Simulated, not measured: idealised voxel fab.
process module | voxel self aligned vias
cross-section cut | 185 nm wide | cells 5 nm
A cross-section is a grid of square cells, given in bands from the top down. A band is one or more rows of cells.
Each band's line starts with the height of the band's top and of its bottom, in nm. Then come its materials from left to right, each with its width in nm. One material with "throughout" fills the band from edge to edge. "air" is empty space.
Height 0 is the level under which the wafer as received is all one material. The lowest band goes on downwards, as in "0 down".
A width such as "30 to 40" changes by the same amount from each row of cells to the next, from the band's top row to its bottom row.
"no change" after a step means that no cell of the cross-section changed.
closed voids: empty space of 8 cells or more with no open way to the top, each as width x height at its distance from the left edge, in nm
after a step's settings: what the simulator itself notes on the step
overlay nm, on a step with a mask: how far to the right of its planned place the mask lay; to the left if negative
plan
1 op RECEIVE | material Si
2 op CONFORMAL_DEP | material SiO2 | thk nm 10
3 op CONFORMAL_DEP | material SiCN | thk nm 5
4 op DIRECTIONAL_DEP | material SiO2 | thk nm 30
5 op PATTERN | tone open | mask id LINES | material resist | width nm 20 | pitch nm 55 | thk nm 15 | overlay nm 0
6 op DIRECTIONAL_ETCH | etch materials SiO2 | depth nm 20
7 op STRIP | etch materials resist
8 op CONFORMAL_DEP | material TiN | thk nm 5
9 op FILL_DEP | material Ru | thk nm 10
10 op CMP | height nm 45
11 op SELECTIVE_ETCH | etch materials W Ru TiN | depth nm 5
12 op FILL_DEP | material SiN | thk nm 10
13 op CMP | height nm 45
14 op DIRECTIONAL_DEP | material SiO2 | thk nm 15
15 op PATTERN | tone open | mask id VIAS | material resist | width nm 30 | pitch nm 55 | thk nm 20 | overlay nm 0
16 op DIRECTIONAL_ETCH | etch materials SiO2 | depth nm 15
17 op DIRECTIONAL_ETCH | etch materials SiN | depth nm 5
18 op STRIP | etch materials resist
19 op CONFORMAL_DEP | material TiN | thk nm 5
20 op FILL_DEP | material Cu | thk nm 10
21 op CMP | height nm 60
22 op CONFORMAL_DEP | material SiN | thk nm 5
varied across the wafers: depth nm of step 6. The plan shows the first wafer's value. All wafers start alike
first wafer as received, after step 1
  0 down: Si throughout
  closed voids: none
first wafer at the end, after step 22
  65 to 60: SiN throughout
  60 to 50: SiO2 50 | TiN 5 | Cu 20 | TiN 5 | SiO2 25 | TiN 5 | Cu 20 | TiN 5 | SiO2 50
  50 to 45: SiO2 50 | TiN 10 | Cu 10 | TiN 10 | SiO2 25 | TiN 10 | Cu 10 | TiN 10 | SiO2 50
  45 to 40: SiO2 55 | TiN 20 | SiO2 35 | TiN 20 | SiO2 55
  40 to 30: SiO2 55 | TiN 5 | Ru 10 | TiN 5 | SiO2 35 | TiN 5 | Ru 10 | TiN 5 | SiO2 55
  30 to 25: SiO2 55 | TiN 20 | SiO2 35 | TiN 20 | SiO2 55
  25 to 15: SiO2 throughout
  15 to 10: SiCN throughout
  10 to 0: SiO2 throughout
  0 down: Si throughout
  closed voids: none
last wafer at the end
  65 to 60: SiN throughout
  60 to 50: SiO2 50 | TiN 5 | Cu 20 | TiN 5 | SiO2 25 | TiN 5 | Cu 20 | TiN 5 | SiO2 50
  50 to 45: SiO2 50 | TiN 10 | Cu 10 | TiN 10 | SiO2 25 | TiN 10 | Cu 10 | TiN 10 | SiO2 50
  45 to 40: SiO2 55 | TiN 20 | SiO2 35 | TiN 20 | SiO2 55
  40 to 20: SiO2 55 | TiN 5 | Ru 10 | TiN 5 | SiO2 35 | TiN 5 | Ru 10 | TiN 5 | SiO2 55
  20 to 15: SiO2 55 | TiN 20 | SiO2 35 | TiN 20 | SiO2 55
  15 to 10: SiCN throughout
  10 to 0: SiO2 throughout
  0 down: Si throughout
  closed voids: none
each wafer at the end: cells of each material gained (+) or lost (-) since it was received, then its closed voids
depth nm 20 | +20 Cu | +8 Ru | +37 SiCN | +37 SiN | +339 SiO2 | +40 TiN | closed voids: none
depth nm 25 | +20 Cu | +12 Ru | +37 SiCN | +37 SiN | +331 SiO2 | +44 TiN | closed voids: none
depth nm 30 | +20 Cu | +16 Ru | +37 SiCN | +37 SiN | +323 SiO2 | +48 TiN | closed voids: none
depth nm 35 | +20 Cu | +16 Ru | +37 SiCN | +37 SiN | +323 SiO2 | +48 TiN | closed voids: none
depth nm 40 | +20 Cu | +16 Ru | +37 SiCN | +37 SiN | +323 SiO2 | +48 TiN | closed voids: none
depth nm 45 | +20 Cu | +16 Ru | +37 SiCN | +37 SiN | +323 SiO2 | +48 TiN | closed voids: none
